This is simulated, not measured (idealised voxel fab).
Title: Process Module voxel released beams
For reference, the cross-section in this document is cut, with width 220 nm and square cells of 5 nm.
Just so we're on the same page, the cross-sections are grids of square cells, and they're listed out in bands top to bottom, each band one or more rows deep.
Within each band entry, the heights of the top and of the bottom of the band appear first, in that order and in nm; the materials of the band then follow from left to right, each with its corresponding width in nm. The designation "all across" on a single material indicates that it fills the band from edge to edge; the designation "blank" indicates empty space.
Height is counted from the level 0, under which the received wafer is composed throughout of one material. The lowest of the bands is not closed at the bottom but continues downward, in the notation "0 down".
The notation "30->40" denotes a width that varies across the rows of cells in the band, beginning at the first number in the top row, finishing at the second number in the bottom row, and changing by an identical amount from each row to the next.
You'll sometimes find "nothing altered" written for a step, and that's the way of saying that nowhere in the cross-section did a cell change during that step.
Look at "Enclosed voids" for the closed voids: empty spaces with no open path to the top, sized 8 cells or up. Each is width x height at distance, distance from the left edge, all nm.
Note: text after step settings on the step line = simulator remark on that step.
A step line may carry the setting "overlay nm", which, for steps involving a mask, states the distance by which the mask lay to the right of its intended position; negative values denote displacement to the left.

# Below is the list of planned process steps
1) RECEIVE [material Si]
2) CONFORMAL_DEP [material SiN] [thk nm 10]
3) DIRECTIONAL_DEP [material SiO2] [thk nm 10]
4) MASKED_ETCH [tone open] [mask id ANCHOR] [width nm 35] [etch materials SiO2] [depth nm 10] [overlay nm 0]
5) CONFORMAL_DEP [material W] [thk nm 10]
6) DIRECTIONAL_DEP [material aC] [thk nm 15]
7) PATTERN [tone cover] [mask id BEAM] [material resist] [width nm 110] [thk nm 30] [overlay nm 0]
8) DIRECTIONAL_ETCH [etch materials aC] [depth nm 15]
9) STRIP [etch materials resist]
10) DIRECTIONAL_ETCH [etch materials W] [depth nm 10]
11) STRIP [etch materials aC]
12) STRIP [etch materials SiO2]

# As received (post step 1): cross-section
* 0 down  Si all across
* Enclosed voids: none

# End-of-module XS, first of two wafers, run as planned
* 30 to 20  50 blank, 15 W, 15 blank, 80 W, 60 blank
* 20 to 10  55 blank, 35 W, 130 blank
* 10 to 0  SiN all across
* 0 down  Si all across
* Enclosed voids: none

# Second wafer of the two, sectioned at the end of the module. It began like the first and followed the same plan, but one mistake was made while running it
* 30 to 20  50 blank, 15 W, 15 blank, 80 W, 60 blank
* 20 to 10  55 blank, 35 W, 130 blank
* 10 to 0  aC all across
* 0 down  Si all across
* Enclosed voids: none
what went wrong: step 2 off recipe, ran as CONFORMAL_DEP [material aC] [thk nm 10]
Cell-count delta at end, second wafer over first, by material: 88 fewer of SiN | 88 more of aC
